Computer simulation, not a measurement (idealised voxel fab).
The process module that follows is named voxel transistor to metal.
cross-section cut | 145 nm wide | cells 5 nm
Think of the cross-section as a grid of square cells. We describe it in bands, top to bottom, and each band covers one or more rows of those cells.
Within each band entry, the heights of the top and of the bottom of the band appear first, in that order and in nm; the materials of the band then follow from left to right, each with its corresponding width in nm. The designation "full width" on a single material indicates that it fills the band from edge to edge; the designation "air" indicates empty space.
Height datum 0, below which the as-received substrate wafer is one material. Lowest band open at the bottom, running downward: "z 0 and below".
It should be noted that a width expressed as "30 to 40" varies in equal increments from row to row of cells within the band, taking the value of the first number at the top row and that of the second number at the bottom row.
"no change" for a step: no cell of the cross-section changed in that step.
Look at "Enclosed void catalog" for the closed voids: empty spaces with no open path to the top, sized 8 cells or up. Each is width x height at distance, distance from the left edge, all nm.
It should be noted that, on the line of a given step, the content following the step's settings is a remark produced by the simulator itself with respect to that step.
overlay nm: how far to the right of its planned place the mask lay on this masked step (negative: to the left).
-- Process steps (planned)
1) RECEIVE: material Si
2) CONFORMAL_DEP: material SiO2, thk nm 5
3) CONFORMAL_DEP: material SiN, thk nm 15
4) DIRECTIONAL_DEP: material aC, thk nm 10
5) PATTERN: tone cover, mask id ACTIVE, material resist, width nm 100, thk nm 25, overlay nm 0
6) DIRECTIONAL_ETCH: etch materials aC, depth nm 10
7) STRIP: etch materials resist
8) DIRECTIONAL_ETCH: etch materials SiN, depth nm 15
9) DIRECTIONAL_ETCH: etch materials SiO2, depth nm 5
10) DIRECTIONAL_ETCH: etch materials Si, depth nm 20
11) STRIP: etch materials aC
12) FILL_DEP: material SiO2, thk nm 15
13) CMP: height nm 20
14) SELECTIVE_ETCH: etch materials SiO2, depth nm 15
15) STRIP: etch materials SiN
16) SELECTIVE_ETCH: etch materials SiO2, depth nm 5
17) OXIDIZE: depth nm 5
18) DIRECTIONAL_DEP: material polySi, thk nm 25
19) DIRECTIONAL_DEP: material SiCN, thk nm 10
20) MASKED_ETCH: tone cover, mask id GATE, width nm 20, etch materials SiCN, depth nm 20, overlay nm 0
21) MASKED_ETCH: tone cover, mask id GATE, width nm 20, etch materials polySi, depth nm 35, overlay nm 0
22) CONFORMAL_DEP: material SiO2, thk nm 5
23) DIRECTIONAL_ETCH: etch materials SiO2, depth nm 5
24) CONFORMAL_DEP: material SiN, thk nm 10
25) DIRECTIONAL_ETCH: etch materials SiN, depth nm 10
26) DIRECTIONAL_ETCH: etch materials SiO2, depth nm 5
27) DIRECTIONAL_ETCH: etch materials Si, depth nm 5
28) EPI: material pSi, thk nm 10
29) FILL_DEP: material SiO2, thk nm 10
30) CMP: height nm 35
31) DIRECTIONAL_DEP: material SiO2, thk nm 15
32) MASKED_ETCH: tone open, mask id CONTACT, width nm 20, pitch nm 70, etch materials SiO2, depth nm 50, overlay nm 0
33) CONFORMAL_DEP: material TiN, thk nm 5
34) FILL_DEP: material W, thk nm 10
35) CMP: height nm 50
36) CONFORMAL_DEP: material SiN, thk nm 5
37) DIRECTIONAL_DEP: material lowk, thk nm 15
38) MASKED_ETCH: tone open, mask id METAL_1, width nm 20, pitch nm 70, etch materials lowk, depth nm 15, overlay nm 0
39) MASKED_ETCH: tone open, mask id METAL_1, width nm 20, pitch nm 70, etch materials SiN, depth nm 5, overlay nm 0
40) CONFORMAL_DEP: material TiN, thk nm 5
41) FILL_DEP: material Cu, thk nm 10
42) CMP: height nm 70
43) CONFORMAL_DEP: material SiCN, thk nm 5
44) DIRECTIONAL_DEP: material lowk, thk nm 30
45) DIRECTIONAL_DEP: material aC, thk nm 10
46) PATTERN: tone open, mask id METAL_2, material resist, width nm 20, pitch nm 70, thk nm 30, overlay nm 0
47) DIRECTIONAL_ETCH: etch materials aC, depth nm 10
48) STRIP: etch materials resist
49) DIRECTIONAL_ETCH: etch materials lowk, depth nm 15
50) STRIP: etch materials aC
51) DIRECTIONAL_DEP: material aC, thk nm 10
52) PATTERN: tone open, mask id METAL_2_HOLES, material resist, width nm 15, pitch nm 70, thk nm 30, overlay nm 0
53) DIRECTIONAL_ETCH: etch materials aC, depth nm 10
54) STRIP: etch materials resist
55) DIRECTIONAL_ETCH: etch materials lowk, depth nm 15
56) DIRECTIONAL_ETCH: etch materials SiCN, depth nm 5
57) STRIP: etch materials aC
58) CONFORMAL_DEP: material TiN, thk nm 5
59) FILL_DEP: material Ru, thk nm 10
60) CMP: height nm 105
61) CONFORMAL_DEP: material SiCN, thk nm 5
-- Wafer at receipt (post step 1), cross-section
> z 0 and below = Si full width
> Enclosed void catalog: none
-- As-planned run: cross-section of the first of two wafers at end of module
> z 110 to 105 = SiCN full width
> z 105 to 95 = lowk=25 / TiN=5 / Ru=10 / TiN=5 / lowk=50 / TiN=5 / Ru=10 / TiN=5 / lowk=30
> z 95 to 90 = lowk=25 / TiN=5 / Ru=5 / TiN=10 / lowk=50 / TiN=5 / Ru=5 / TiN=10 / lowk=30
> z 90 to 75 = lowk=25 / TiN=5 / Ru=5 / TiN=5 / lowk=55 / TiN=5 / Ru=5 / TiN=5 / lowk=35
> z 75 to 70 = SiCN=25 / TiN=15 / SiCN=55 / TiN=15 / SiCN=35
> z 70 to 55 = lowk=25 / TiN=5 / Cu=10 / TiN=5 / lowk=50 / TiN=5 / Cu=10 / TiN=5 / lowk=30
> z 55 to 50 = SiN=25 / TiN=20 / SiN=50 / TiN=20 / SiN=30
> z 50 to 35 = SiO2=25 / TiN=5 / W=10 / TiN=5 / SiO2=50 / TiN=5 / W=10 / TiN=5 / SiO2=30
> z 35 to 25 = SiO2=25 / TiN=5 / W=10 / TiN=5 / SiN=10 / SiO2=5 / SiCN=20 / SiO2=5 / SiN=10 / TiN=5 / W=10 / TiN=5 / SiO2=30
> z 25 to 10 = SiO2=25 / TiN=5 / W=10 / TiN=5 / SiN=10 / SiO2=5 / polySi=20 / SiO2=5 / SiN=10 / TiN=5 / W=10 / TiN=5 / SiO2=30
> z 10 to 5 = SiO2=25 / TiN=20 / SiN=10 / SiO2=5 / polySi=20 / SiO2=5 / SiN=10 / TiN=20 / SiO2=30
> z 5 to 0 = SiO2=25 / TiN=10 / pSi=10 / SiN=10 / SiO2=5 / polySi=20 / SiO2=5 / SiN=10 / pSi=10 / TiN=10 / SiO2=30
> z 0 to -5 = SiO2=15 / pSi=30 / SiO2=50 / pSi=30 / SiO2=20
> z -5 to -10 = SiO2=20 / pSi=25 / Si=50 / pSi=25 / SiO2=25
> z -10 to -20 = SiO2=20 / Si=100 / SiO2=25
> z -20 and below = Si full width
> Enclosed void catalog: none
-- Wafer two (of two), end-of-module cross-section: start = wafer one, plan = wafer one, one run mistake
> z 110 to 105 = SiCN full width
> z 105 to 95 = lowk=25 / TiN=5 / Ru=10 / TiN=5 / lowk=50 / TiN=5 / Ru=10 / TiN=5 / lowk=30
> z 95 to 90 = lowk=25 / TiN=5 / Ru=5 / TiN=10 / lowk=50 / TiN=5 / Ru=5 / TiN=10 / lowk=30
> z 90 to 75 = lowk=25 / TiN=5 / Ru=5 / TiN=5 / lowk=55 / TiN=5 / Ru=5 / TiN=5 / lowk=35
> z 75 to 70 = SiCN=25 / TiN=15 / SiCN=55 / TiN=15 / SiCN=35
> z 70 to 55 = lowk=25 / TiN=5 / Cu=10 / TiN=5 / lowk=50 / TiN=5 / Cu=10 / TiN=5 / lowk=30
> z 55 to 50 = SiN=25 / TiN=20 / SiN=50 / TiN=20 / SiN=30
> z 50 to 40 = SiO2=25 / TiN=5 / W=10 / TiN=5 / SiO2=50 / TiN=5 / W=10 / TiN=5 / SiO2=30
> z 40 to 35 = SiO2=25 / TiN=20 / SiO2=50 / TiN=20 / SiO2=30
> z 35 to 25 = SiCN=60 / SiO2=5 / SiN=10 / SiO2=5 / SiCN=65
> z 25 to 0 = polySi full width
> z 0 to -5 = SiO2 full width
> z -5 to -20 = SiO2=20 / Si=100 / SiO2=25
> z -20 and below = Si full width
> Enclosed void catalog: none
What was done differently from what was planned? step 20 did not use the planned setting and instead ran as MASKED_ETCH: tone open, mask id GATE, width nm 20, etch materials SiCN, depth nm 20, overlay nm 0
Count the cells at the end and the second wafer has more or fewer of some materials than the first: +10 Si | +42 SiCN | -24 SiN | -75 SiO2 | -28 TiN | -24 W | -26 pSi | +125 polySi
